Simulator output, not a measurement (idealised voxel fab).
Proc. module: voxel self aligned vias
Xsec cut, 275 nm wide, square cell size 5 nm.
A cross-section is a grid of square cells, given in bands from the top down. A band is one or more rows of cells. Look at the band entry: it leads with the top's height and the bottom's height in nm. Then it lists the materials left to right, with a width in nm for each. The word "throughout" on a single material says that material fills the band edge to edge. The word "blank" is empty space. Height reference: 0 = level under which incoming wafer is all one material. Lowest band: no bottom, runs on downward, e.g. "0 down". The width entry "30->40" should be interpreted row by row: the top row of cells in the band takes the first number, the bottom row takes the second number, and the change between adjacent rows is uniform throughout. "nothing changed" after a step means that no cell of the cross-section changed. Any empty space of 8 cells or more lacking an open way to the top shows up in "Closed empty spaces" as width x height at distance, distance from the left edge, in nm. On a step's line, text after the settings is the simulator commenting on that step. "overlay nm" denotes, for a step that has a mask, the displacement of the mask to the right of its planned place, with negative values corresponding to the left.

THE PROCESS STEPS THAT WERE PLANNED ARE LISTED BELOW
- 1: RECEIVE | material Si
- 2: CONFORMAL_DEP | material SiO2 | thk nm 10
- 3: CONFORMAL_DEP | material SiCN | thk nm 5
- 4: DIRECTIONAL_DEP | material lowk | thk nm 20
- 5: DIRECTIONAL_DEP | material aC | thk nm 15
- 6: PATTERN | tone open | mask id LINES | material resist | width nm 25 | pitch nm 60 | thk nm 35 | overlay nm 0
- 7: DIRECTIONAL_ETCH | etch materials aC | depth nm 15
- 8: STRIP | etch materials resist
- 9: DIRECTIONAL_ETCH | etch materials lowk | depth nm 20
- 10: STRIP | etch materials aC
- 11: CONFORMAL_DEP | material TiN | thk nm 5
- 12: FILL_DEP | material W | thk nm 5
- 13: CMP | height nm 35
- 14: SELECTIVE_ETCH | etch materials W Ru TiN | depth nm 5
- 15: FILL_DEP | material SiN | thk nm 10
- 16: CMP | height nm 35
- 17: DIRECTIONAL_DEP | material lowk | thk nm 20
- 18: PATTERN | tone open | mask id VIAS | material resist | width nm 35 | pitch nm 120 | thk nm 20 | overlay nm 0
- 19: DIRECTIONAL_ETCH | etch materials lowk | depth nm 20
- 20: DIRECTIONAL_ETCH | etch materials SiN | depth nm 5
- 21: STRIP | etch materials resist
- 22: CONFORMAL_DEP | material TiN | thk nm 5
- 23: FILL_DEP | material W | thk nm 10
- 24: CMP | height nm 55
- 25: CONFORMAL_DEP | material SiCN | thk nm 5

DELIVERED WAFER IN CROSS-SECTION: STATE AFTER STEP 1
	0 down = Si throughout
	Closed empty spaces: none

FIRST WAFER AT THE END, AS PLANNED
	60 to 55 = SiCN throughout
	55 to 40 = lowk: 60, TiN: 5, W: 25, TiN: 5, lowk: 85, TiN: 5, W: 25, TiN: 5, lowk: 60
	40 to 35 = lowk: 60, TiN: 10, W: 15, TiN: 10, lowk: 85, TiN: 10, W: 15, TiN: 10, lowk: 60
	35 to 30 = lowk: 65, TiN: 25, lowk: 35, SiN: 25, lowk: 35, TiN: 25, lowk: 65
	30 to 20 = lowk: 65, TiN: 5, W: 15, TiN: 5, lowk: 35, TiN: 5, W: 15, TiN: 5, lowk: 35, TiN: 5, W: 15, TiN: 5, lowk: 65
	20 to 15 = lowk: 65, TiN: 25, lowk: 35, TiN: 25, lowk: 35, TiN: 25, lowk: 65
	15 to 10 = SiCN throughout
	10 to 0 = SiO2 throughout
	0 down = Si throughout
	Closed empty spaces: none

CROSS-SECTIONAL VIEW OF THE SECOND OF TWO WAFERS UPON COMPLETION OF THE MODULE. THIS WAFER SHARED ITS STARTING CONDITION AND PROCESS PLAN WITH THE FIRST; ONE ERROR WAS MADE DURING ITS EXECUTION
	60 to 55 = SiCN throughout
	55 to 40 = lowk: 65, TiN: 5, W: 25, TiN: 5, lowk: 85, TiN: 5, W: 25, TiN: 5, lowk: 55
	40 to 35 = lowk: 65, TiN: 5, W: 15, TiN: 15, lowk: 85, TiN: 5, W: 15, TiN: 15, lowk: 55
	35 to 30 = lowk: 65, TiN: 25, lowk: 35, SiN: 25, lowk: 35, TiN: 25, lowk: 65
	30 to 20 = lowk: 65, TiN: 5, W: 15, TiN: 5, lowk: 35, TiN: 5, W: 15, TiN: 5, lowk: 35, TiN: 5, W: 15, TiN: 5, lowk: 65
	20 to 15 = lowk: 65, TiN: 25, lowk: 35, TiN: 25, lowk: 35, TiN: 25, lowk: 65
	15 to 10 = SiCN throughout
	10 to 0 = SiO2 throughout
	0 down = Si throughout
	Closed empty spaces: none
What broke from the plan during processing? it should be noted that step 18 was executed with settings other than those planned, the operation and settings actually applied being PATTERN | tone open | mask id VIAS | material resist | width nm 35 | pitch nm 120 | thk nm 20 | overlay nm 5
at the end the second wafer has, in cells: as many of each material as the first, in other places
